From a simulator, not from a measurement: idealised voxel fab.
Process module heading - voxel wiring stack
Square cell edge 5 nm, section width 240 nm, ID cut.
A cross-section is written here as square cells arranged in a grid, and it is given in bands from the top down, each band taking up one or more rows of cells. Quick guide to a band line: top height, bottom height (nm) up front; then every material left to right with its width in nm. Only one material and it's marked "edge to edge"? Then it fills the band edge to edge. And "blank" just means empty space. Heads up on the height convention: 0 is the point under which the incoming wafer is all one material, and the lowest band has no bottom, it just keeps going down, like "0 -> down". Think of "30..40" as a width that walks from the first number to the second as you go down the band, top row to bottom row, taking equal-sized steps from row to row. Take "nothing different" at face value: in the step it is given for, the cross-section changed in none of its cells. "Enclosed void entries": empty spaces of 8 cells or more with no open way to the top, each given as width x height at distance, distance from the left edge, all in nm. If you see something after the settings on a step's line, that's the simulator's own remark about that step. overlay nm: on a step with a mask, how far right of its planned place the mask lay; negative means left.

STEPS PLANNED FOR THE PROCESS
1: RECEIVE | material Si
2: CONFORMAL_DEP | material SiO2 | thk nm 15
3: CONFORMAL_DEP | material SiN | thk nm 5
4: DIRECTIONAL_DEP | material lowk | thk nm 20
5: MASKED_ETCH | tone open | mask id METAL_1 | width nm 30 | pitch nm 50 | etch materials lowk | depth nm 20 | overlay nm 0
6: MASKED_ETCH | tone open | mask id METAL_1 | width nm 30 | pitch nm 50 | etch materials SiN | depth nm 5 | overlay nm 0
7: CONFORMAL_DEP | material TiN | thk nm 5
8: FILL_DEP | material Cu | thk nm 5
9: CMP | height nm 40
10: CONFORMAL_DEP | material SiCN | thk nm 5
11: DIRECTIONAL_DEP | material SiO2 | thk nm 35
12: DIRECTIONAL_DEP | material aC | thk nm 15
13: PATTERN | tone open | mask id METAL_2 | material resist | width nm 30 | pitch nm 50 | thk nm 35 | overlay nm 0
14: DIRECTIONAL_ETCH | etch materials aC | depth nm 15
15: STRIP | etch materials resist
16: DIRECTIONAL_ETCH | etch materials SiO2 | depth nm 20
17: STRIP | etch materials aC
18: MASKED_ETCH | tone open | mask id METAL_2_HOLES | width nm 15 | pitch nm 50 | etch materials SiO2 | depth nm 15 | overlay nm 0
19: MASKED_ETCH | tone open | mask id METAL_2_HOLES | width nm 15 | pitch nm 50 | etch materials SiCN | depth nm 5 | overlay nm 0
20: CONFORMAL_DEP | material TiN | thk nm 5
21: FILL_DEP | material Cu | thk nm 10
22: CMP | height nm 80
23: CONFORMAL_DEP | material SiCN | thk nm 5
24: DIRECTIONAL_DEP | material SiO2 | thk nm 30
25: DIRECTIONAL_DEP | material aC | thk nm 15
26: PATTERN | tone open | mask id METAL_3_HOLES | material resist | width nm 15 | thk nm 30 | overlay nm 0
27: DIRECTIONAL_ETCH | etch materials aC | depth nm 15
28: STRIP | etch materials resist
29: DIRECTIONAL_ETCH | etch materials SiO2 | depth nm 30
30: STRIP | etch materials aC
31: DIRECTIONAL_DEP | material aC | thk nm 10
32: PATTERN | tone open | mask id METAL_3 | material resist | width nm 30 | pitch nm 50 | thk nm 25 | overlay nm 0
33: DIRECTIONAL_ETCH | etch materials aC | depth nm 10
34: STRIP | etch materials resist
35: DIRECTIONAL_ETCH | etch materials SiO2 | depth nm 15
36: DIRECTIONAL_ETCH | etch materials SiCN | depth nm 5
37: STRIP | etch materials aC
38: CONFORMAL_DEP | material TiN | thk nm 5
39: FILL_DEP | material Cu | thk nm 10
40: CMP | height nm 115
41: CONFORMAL_DEP | material SiCN | thk nm 5

FIRST WAFER, AS PLANNED

HERE'S WHAT THE WAFER LOOKED LIKE IN CROSS-SECTION WHEN IT ARRIVED - THAT'S AFTER STEP 1
> 0 -> down | Si edge to edge
> Enclosed void entries: none

THE WAFER, SEEN IN CROSS-SECTION, AFTER STEP 2
> 15 -> 0 | SiO2 edge to edge
> Below 0, no change.

THE WAFER, SEEN IN CROSS-SECTION, AFTER STEP 3
> 20 -> 15 | SiN edge to edge
> Below 15, no change.

THE WAFER, SEEN IN CROSS-SECTION, AFTER STEP 4
> 40 -> 20 | lowk edge to edge
> Below 20, no change.

THE WAFER, SEEN IN CROSS-SECTION, AFTER STEP 5
> 40 -> 20 | lowk=80 | blank=30 | lowk=20 | blank=30 | lowk=80
> Below 20, no change.

THE WAFER, SEEN IN CROSS-SECTION, AFTER STEP 6
> 40 -> 20 | lowk=80 | blank=30 | lowk=20 | blank=30 | lowk=80
> 20 -> 15 | SiN=80 | blank=30 | SiN=20 | blank=30 | SiN=80
> Below 15, no change.

THE WAFER, SEEN IN CROSS-SECTION, AFTER STEP 7
> 45 -> 40 | TiN=85 | blank=20 | TiN=30 | blank=20 | TiN=85
> 40 -> 20 | lowk=80 | TiN=5 | blank=20 | TiN=5 | lowk=20 | TiN=5 | blank=20 | TiN=5 | lowk=80
> 20 -> 15 | SiN=80 | TiN=30 | SiN=20 | TiN=30 | SiN=80
> Below 15, no change.

THE WAFER, SEEN IN CROSS-SECTION, AFTER STEP 8
> 50 -> 45 | Cu edge to edge
> 45 -> 40 | TiN=85 | Cu=20 | TiN=30 | Cu=20 | TiN=85
> 40 -> 20 | lowk=80 | TiN=5 | Cu=20 | TiN=5 | lowk=20 | TiN=5 | Cu=20 | TiN=5 | lowk=80
> Below 20, no change.

THE WAFER, SEEN IN CROSS-SECTION, AFTER STEP 9
> 40 -> 20 | lowk=80 | TiN=5 | Cu=20 | TiN=5 | lowk=20 | TiN=5 | Cu=20 | TiN=5 | lowk=80
> Below 20, no change.

THE WAFER, SEEN IN CROSS-SECTION, AFTER STEP 10
> 45 -> 40 | SiCN edge to edge
> Below 40, no change.

THE WAFER, SEEN IN CROSS-SECTION, AFTER STEP 11
> 80 -> 45 | SiO2 edge to edge
> Below 45, no change.

THE WAFER, SEEN IN CROSS-SECTION, AFTER STEP 12
> 95 -> 80 | aC edge to edge
> Below 80, no change.

THE WAFER, SEEN IN CROSS-SECTION, AFTER STEP 13
> 130 -> 95 | resist=80 | blank=30 | resist=20 | blank=30 | resist=80
> Below 95, no change.

THE WAFER, SEEN IN CROSS-SECTION, AFTER STEP 14
> 115 -> 95 | resist=80 | blank=30 | resist=20 | blank=30 | resist=80
> 95 -> 80 | aC=80 | blank=30 | aC=20 | blank=30 | aC=80
> Below 80, no change.

THE WAFER, SEEN IN CROSS-SECTION, AFTER STEP 15
> 95 -> 80 | aC=80 | blank=30 | aC=20 | blank=30 | aC=80
> Below 80, no change.

THE WAFER, SEEN IN CROSS-SECTION, AFTER STEP 16
> 95 -> 80 | aC=80 | blank=30 | aC=20 | blank=30 | aC=80
> 80 -> 60 | SiO2=80 | blank=30 | SiO2=20 | blank=30 | SiO2=80
> Below 60, no change.

THE WAFER, SEEN IN CROSS-SECTION, AFTER STEP 17
> 80 -> 60 | SiO2=80 | blank=30 | SiO2=20 | blank=30 | SiO2=80
> Below 60, no change.

THE WAFER, SEEN IN CROSS-SECTION, AFTER STEP 18
> 80 -> 60 | SiO2=80 | blank=30 | SiO2=20 | blank=30 | SiO2=80
> 60 -> 45 | SiO2=80 | blank=15 | SiO2=35 | blank=15 | SiO2=95
> Below 45, no change.

THE WAFER, SEEN IN CROSS-SECTION, AFTER STEP 19
> 80 -> 60 | SiO2=80 | blank=30 | SiO2=20 | blank=30 | SiO2=80
> 60 -> 45 | SiO2=80 | blank=15 | SiO2=35 | blank=15 | SiO2=95
> 45 -> 40 | SiCN=80 | blank=15 | SiCN=35 | blank=15 | SiCN=95
> Below 40, no change.

THE WAFER, SEEN IN CROSS-SECTION, AFTER STEP 20
> 85 -> 80 | TiN=85 | blank=20 | TiN=30 | blank=20 | TiN=85
> 80 -> 65 | SiO2=80 | TiN=5 | blank=20 | TiN=5 | SiO2=20 | TiN=5 | blank=20 | TiN=5 | SiO2=80
> 65 -> 60 | SiO2=80 | TiN=5 | blank=5 | TiN=20 | SiO2=20 | TiN=5 | blank=5 | TiN=20 | SiO2=80
> 60 -> 45 | SiO2=80 | TiN=5 | blank=5 | TiN=5 | SiO2=35 | TiN=5 | blank=5 | TiN=5 | SiO2=95
> 45 -> 40 | SiCN=80 | TiN=15 | SiCN=35 | TiN=15 | SiCN=95
> Below 40, no change.

THE WAFER, SEEN IN CROSS-SECTION, AFTER STEP 21
> 95 -> 85 | Cu edge to edge
> 85 -> 80 | TiN=85 | Cu=20 | TiN=30 | Cu=20 | TiN=85
> 80 -> 65 | SiO2=80 | TiN=5 | Cu=20 | TiN=5 | SiO2=20 | TiN=5 | Cu=20 | TiN=5 | SiO2=80
> 65 -> 60 | SiO2=80 | TiN=5 | Cu=5 | TiN=20 | SiO2=20 | TiN=5 | Cu=5 | TiN=20 | SiO2=80
> 60 -> 45 | SiO2=80 | TiN=5 | Cu=5 | TiN=5 | SiO2=35 | TiN=5 | Cu=5 | TiN=5 | SiO2=95
> Below 45, no change.

THE WAFER, SEEN IN CROSS-SECTION, AFTER STEP 22
> 80 -> 65 | SiO2=80 | TiN=5 | Cu=20 | TiN=5 | SiO2=20 | TiN=5 | Cu=20 | TiN=5 | SiO2=80
> Below 65, no change.

THE WAFER, SEEN IN CROSS-SECTION, AFTER STEP 23
> 85 -> 80 | SiCN edge to edge
> Below 80, no change.

THE WAFER, SEEN IN CROSS-SECTION, AFTER STEP 24
> 115 -> 85 | SiO2 edge to edge
> Below 85, no change.

THE WAFER, SEEN IN CROSS-SECTION, AFTER STEP 25
> 130 -> 115 | aC edge to edge
> Below 115, no change.

THE WAFER, SEEN IN CROSS-SECTION, AFTER STEP 26
> 160 -> 130 | resist=80 | blank=15 | resist=145
> Below 130, no change.

THE WAFER, SEEN IN CROSS-SECTION, AFTER STEP 27
> 145 -> 130 | resist=80 | blank=15 | resist=145
> 130 -> 115 | aC=80 | blank=15 | aC=145
> Below 115, no change.

THE WAFER, SEEN IN CROSS-SECTION, AFTER STEP 28
> 130 -> 115 | aC=80 | blank=15 | aC=145
> Below 115, no change.

THE WAFER, SEEN IN CROSS-SECTION, AFTER STEP 29
> 130 -> 115 | aC=80 | blank=15 | aC=145
> 115 -> 85 | SiO2=80 | blank=15 | SiO2=145
> Below 85, no change.

THE WAFER, SEEN IN CROSS-SECTION, AFTER STEP 30
> 115 -> 85 | SiO2=80 | blank=15 | SiO2=145
> Below 85, no change.

THE WAFER, SEEN IN CROSS-SECTION, AFTER STEP 31
> 125 -> 115 | aC=80 | blank=15 | aC=145
> 115 -> 95 | SiO2=80 | blank=15 | SiO2=145
> 95 -> 85 | SiO2=80 | aC=15 | SiO2=145
> Below 85, no change.

THE WAFER, SEEN IN CROSS-SECTION, AFTER STEP 32
> 150 -> 125 | resist=80 | blank=30 | resist=20 | blank=30 | resist=80
> Below 125, no change.

THE WAFER, SEEN IN CROSS-SECTION, AFTER STEP 33
> 140 -> 125 | resist=80 | blank=30 | resist=20 | blank=30 | resist=80
> 125 -> 115 | aC=80 | blank=30 | aC=20 | blank=30 | aC=80
> 115 -> 85 | SiO2=80 | blank=15 | SiO2=145
> Below 85, no change.

THE WAFER, SEEN IN CROSS-SECTION, AFTER STEP 34
> 125 -> 115 | aC=80 | blank=30 | aC=20 | blank=30 | aC=80
> Below 115, no change.

THE WAFER, SEEN IN CROSS-SECTION, AFTER STEP 35
> 125 -> 115 | aC=80 | blank=30 | aC=20 | blank=30 | aC=80
> 115 -> 100 | SiO2=80 | blank=30 | SiO2=20 | blank=30 | SiO2=80
> Below 100, no change.

THE WAFER, SEEN IN CROSS-SECTION, AFTER STEP 36
> 125 -> 115 | aC=80 | blank=30 | aC=20 | blank=30 | aC=80
> 115 -> 100 | SiO2=80 | blank=30 | SiO2=20 | blank=30 | SiO2=80
> 100 -> 85 | SiO2=80 | blank=15 | SiO2=145
> 85 -> 80 | SiCN=80 | blank=15 | SiCN=145
> Below 80, no change.

THE WAFER, SEEN IN CROSS-SECTION, AFTER STEP 37
> 115 -> 100 | SiO2=80 | blank=30 | SiO2=20 | blank=30 | SiO2=80
> Below 100, no change.

THE WAFER, SEEN IN CROSS-SECTION, AFTER STEP 38
> 120 -> 115 | TiN=85 | blank=20 | TiN=30 | blank=20 | TiN=85
> 115 -> 105 | SiO2=80 | TiN=5 | blank=20 | TiN=5 | SiO2=20 | TiN=5 | blank=20 | TiN=5 | SiO2=80
> 105 -> 100 | SiO2=80 | TiN=5 | blank=5 | TiN=20 | SiO2=20 | TiN=30 | SiO2=80
> 100 -> 85 | SiO2=80 | TiN=5 | blank=5 | TiN=5 | SiO2=145
> 85 -> 80 | SiCN=80 | TiN=15 | SiCN=145
> Below 80, no change.

THE WAFER, SEEN IN CROSS-SECTION, AFTER STEP 39
> 130 -> 120 | Cu edge to edge
> 120 -> 115 | TiN=85 | Cu=20 | TiN=30 | Cu=20 | TiN=85
> 115 -> 105 | SiO2=80 | TiN=5 | Cu=20 | TiN=5 | SiO2=20 | TiN=5 | Cu=20 | TiN=5 | SiO2=80
> 105 -> 100 | SiO2=80 | TiN=5 | Cu=5 | TiN=20 | SiO2=20 | TiN=30 | SiO2=80
> 100 -> 85 | SiO2=80 | TiN=5 | Cu=5 | TiN=5 | SiO2=145
> Below 85, no change.

THE WAFER, SEEN IN CROSS-SECTION, AFTER STEP 40
> 115 -> 105 | SiO2=80 | TiN=5 | Cu=20 | TiN=5 | SiO2=20 | TiN=5 | Cu=20 | TiN=5 | SiO2=80
> Below 105, no change.

THE WAFER, SEEN IN CROSS-SECTION, AFTER STEP 41
> 120 -> 115 | SiCN edge to edge
> Below 115, no change.

WAFER TWO OF THE PAIR: SAME ORIGIN, SAME PLAN, ONE ERROR DURING THE RUN; IDENTICAL TO WAFER ONE UP TO AND INCLUDING STEP 22

CROSS-SECTION: SECOND WAFER, TIME AT WHICH STEP 23 WAS SCHEDULED TO END
> 95 -> 80 | SiCN edge to edge
> Below 80, no change.

CROSS-SECTION: SECOND WAFER, TIME AT WHICH STEP 24 WAS SCHEDULED TO END
> 125 -> 95 | SiO2 edge to edge
> Below 95, no change.

CROSS-SECTION: SECOND WAFER, TIME AT WHICH STEP 25 WAS SCHEDULED TO END
> 140 -> 125 | aC edge to edge
> Below 125, no change.

CROSS-SECTION: SECOND WAFER, TIME AT WHICH STEP 26 WAS SCHEDULED TO END
> 170 -> 140 | resist=80 | blank=15 | resist=145
> Below 140, no change.

CROSS-SECTION: SECOND WAFER, TIME AT WHICH STEP 27 WAS SCHEDULED TO END
> 155 -> 140 | resist=80 | blank=15 | resist=145
> 140 -> 125 | aC=80 | blank=15 | aC=145
> Below 125, no change.

CROSS-SECTION: SECOND WAFER, TIME AT WHICH STEP 28 WAS SCHEDULED TO END
> 140 -> 125 | aC=80 | blank=15 | aC=145
> Below 125, no change.

CROSS-SECTION: SECOND WAFER, TIME AT WHICH STEP 29 WAS SCHEDULED TO END
> 140 -> 125 | aC=80 | blank=15 | aC=145
> 125 -> 95 | SiO2=80 | blank=15 | SiO2=145
> Below 95, no change.

CROSS-SECTION: SECOND WAFER, TIME AT WHICH STEP 30 WAS SCHEDULED TO END
> 125 -> 95 | SiO2=80 | blank=15 | SiO2=145
> Below 95, no change.

CROSS-SECTION: SECOND WAFER, TIME AT WHICH STEP 31 WAS SCHEDULED TO END
> 135 -> 125 | aC=80 | blank=15 | aC=145
> 125 -> 105 | SiO2=80 | blank=15 | SiO2=145
> 105 -> 95 | SiO2=80 | aC=15 | SiO2=145
> Below 95, no change.

CROSS-SECTION: SECOND WAFER, TIME AT WHICH STEP 32 WAS SCHEDULED TO END
> 160 -> 135 | resist=80 | blank=30 | resist=20 | blank=30 | resist=80
> Below 135, no change.

CROSS-SECTION: SECOND WAFER, TIME AT WHICH STEP 33 WAS SCHEDULED TO END
> 150 -> 135 | resist=80 | blank=30 | resist=20 | blank=30 | resist=80
> 135 -> 125 | aC=80 | blank=30 | aC=20 | blank=30 | aC=80
> 125 -> 95 | SiO2=80 | blank=15 | SiO2=145
> Below 95, no change.

CROSS-SECTION: SECOND WAFER, TIME AT WHICH STEP 34 WAS SCHEDULED TO END
> 135 -> 125 | aC=80 | blank=30 | aC=20 | blank=30 | aC=80
> Below 125, no change.

CROSS-SECTION: SECOND WAFER, TIME AT WHICH STEP 35 WAS SCHEDULED TO END
> 135 -> 125 | aC=80 | blank=30 | aC=20 | blank=30 | aC=80
> 125 -> 110 | SiO2=80 | blank=30 | SiO2=20 | blank=30 | SiO2=80
> Below 110, no change.

CROSS-SECTION: SECOND WAFER, TIME AT WHICH STEP 36 WAS SCHEDULED TO END
> 135 -> 125 | aC=80 | blank=30 | aC=20 | blank=30 | aC=80
> 125 -> 110 | SiO2=80 | blank=30 | SiO2=20 | blank=30 | SiO2=80
> 110 -> 95 | SiO2=80 | blank=15 | SiO2=145
> 95 -> 90 | SiCN=80 | blank=15 | SiCN=145
> Below 90, no change.

CROSS-SECTION: SECOND WAFER, TIME AT WHICH STEP 37 WAS SCHEDULED TO END
> 125 -> 110 | SiO2=80 | blank=30 | SiO2=20 | blank=30 | SiO2=80
> Below 110, no change.

CROSS-SECTION: SECOND WAFER, TIME AT WHICH STEP 38 WAS SCHEDULED TO END
> 130 -> 125 | TiN=85 | blank=20 | TiN=30 | blank=20 | TiN=85
> 125 -> 115 | SiO2=80 | TiN=5 | blank=20 | TiN=5 | SiO2=20 | TiN=5 | blank=20 | TiN=5 | SiO2=80
> 115 -> 110 | SiO2=80 | TiN=5 | blank=5 | TiN=20 | SiO2=20 | TiN=30 | SiO2=80
> 110 -> 95 | SiO2=80 | TiN=5 | blank=5 | TiN=5 | SiO2=145
> 95 -> 90 | SiCN=80 | TiN=15 | SiCN=145
> Below 90, no change.

CROSS-SECTION: SECOND WAFER, TIME AT WHICH STEP 39 WAS SCHEDULED TO END
> 140 -> 130 | Cu edge to edge
> 130 -> 125 | TiN=85 | Cu=20 | TiN=30 | Cu=20 | TiN=85
> 125 -> 115 | SiO2=80 | TiN=5 | Cu=20 | TiN=5 | SiO2=20 | TiN=5 | Cu=20 | TiN=5 | SiO2=80
> 115 -> 110 | SiO2=80 | TiN=5 | Cu=5 | TiN=20 | SiO2=20 | TiN=30 | SiO2=80
> 110 -> 95 | SiO2=80 | TiN=5 | Cu=5 | TiN=5 | SiO2=145
> Below 95, no change.

CROSS-SECTION: SECOND WAFER, TIME AT WHICH STEP 40 WAS SCHEDULED TO END
> 115 -> 110 | SiO2=80 | TiN=5 | Cu=5 | TiN=20 | SiO2=20 | TiN=30 | SiO2=80
> Below 110, no change.

CROSS-SECTION: SECOND WAFER, TIME AT WHICH STEP 41 WAS SCHEDULED TO END
> 120 -> 115 | SiCN edge to edge
> Below 115, no change.
Deviation from plan: off-plan run, step 23, actual operation and settings CONFORMAL_DEP | material SiCN | thk nm 15
It is noted that, at the conclusion of processing, the second wafer exhibits a higher or lower cell count for certain materials relative to the first: Cu: 16 fewer, SiCN: 96 more, SiO2: 72 fewer, TiN: 8 fewer
